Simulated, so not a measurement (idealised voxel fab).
process module | voxel self aligned vias
cross-section cut | 225 nm wide | cells 5 nm
A cross-section is a grid of square cells, given in bands from the top down. A band is one or more rows of cells.
Each band's line starts with the height of the band's top and of its bottom, in nm. Then come its materials from left to right, each with its width in nm. One material with "throughout" fills the band from edge to edge. "air" is empty space.
Height 0 is the level under which the wafer as received is all one material. The lowest band goes on downwards, as in "0 down".
A width such as "30 to 40" changes by the same amount from each row of cells to the next, from the band's top row to its bottom row.
"no change" after a step means that no cell of the cross-section changed.
closed voids: empty space of 8 cells or more with no open way to the top, each as width x height at its distance from the left edge, in nm
after a step's settings: what the simulator itself notes on the step
overlay nm, on a step with a mask: how far to the right of its planned place the mask lay; to the left if negative
plan
1 op RECEIVE | material Si
2 op CONFORMAL_DEP | material SiO2 | thk nm 15
3 op CONFORMAL_DEP | material SiCN | thk nm 5
4 op DIRECTIONAL_DEP | material SiO2 | thk nm 20
5 op DIRECTIONAL_DEP | material aC | thk nm 15
6 op PATTERN | tone open | mask id LINES | material resist | width nm 20 | pitch nm 50 | thk nm 35 | overlay nm 0
7 op DIRECTIONAL_ETCH | etch materials aC | depth nm 15
8 op STRIP | etch materials resist
9 op DIRECTIONAL_ETCH | etch materials SiO2 | depth nm 20
10 op STRIP | etch materials aC
11 op CONFORMAL_DEP | material TiN | thk nm 5
12 op FILL_DEP | material W | thk nm 5
13 op CMP | height nm 40
14 op SELECTIVE_ETCH | etch materials W Ru TiN | depth nm 5
15 op FILL_DEP | material SiN | thk nm 5
16 op CMP | height nm 40
17 op DIRECTIONAL_DEP | material SiO2 | thk nm 15
18 op DIRECTIONAL_DEP | material aC | thk nm 15
19 op PATTERN | tone open | mask id VIAS | material resist | width nm 30 | pitch nm 50 | thk nm 30 | overlay nm 0
20 op DIRECTIONAL_ETCH | etch materials aC | depth nm 15
21 op STRIP | etch materials resist
22 op DIRECTIONAL_ETCH | etch materials SiO2 | depth nm 15
23 op DIRECTIONAL_ETCH | etch materials SiN | depth nm 5
24 op STRIP | etch materials aC
25 op CONFORMAL_DEP | material TiN | thk nm 5
26 op FILL_DEP | material Cu | thk nm 10
27 op CMP | height nm 55
28 op CONFORMAL_DEP | material SiCN | thk nm 5
as received, after step 1
  0 down: Si throughout
  closed voids: none
a wafer at the end: this start, this plan, one mistake
  75 to 70: SiCN throughout
  70 to 60: Cu throughout
  60 to 55: TiN 75 | Cu 20 | TiN 30 | Cu 20 | TiN 80
  55 to 45: SiO2 70 | TiN 5 | Cu 20 | TiN 5 | SiO2 20 | TiN 5 | Cu 20 | TiN 5 | SiO2 75
  45 to 40: SiO2 70 | TiN 10 | Cu 10 | TiN 10 | SiO2 20 | TiN 10 | Cu 10 | TiN 10 | SiO2 75
  40 to 35: SiO2 75 | TiN 20 | SiO2 30 | TiN 20 | SiO2 80
  35 to 25: SiO2 75 | TiN 5 | W 10 | TiN 5 | SiO2 30 | TiN 5 | W 10 | TiN 5 | SiO2 80
  25 to 20: SiO2 75 | TiN 20 | SiO2 30 | TiN 20 | SiO2 80
  20 to 15: SiCN throughout
  15 to 0: SiO2 throughout
  0 down: Si throughout
  closed voids: none
what went wrong: step 27 was left out
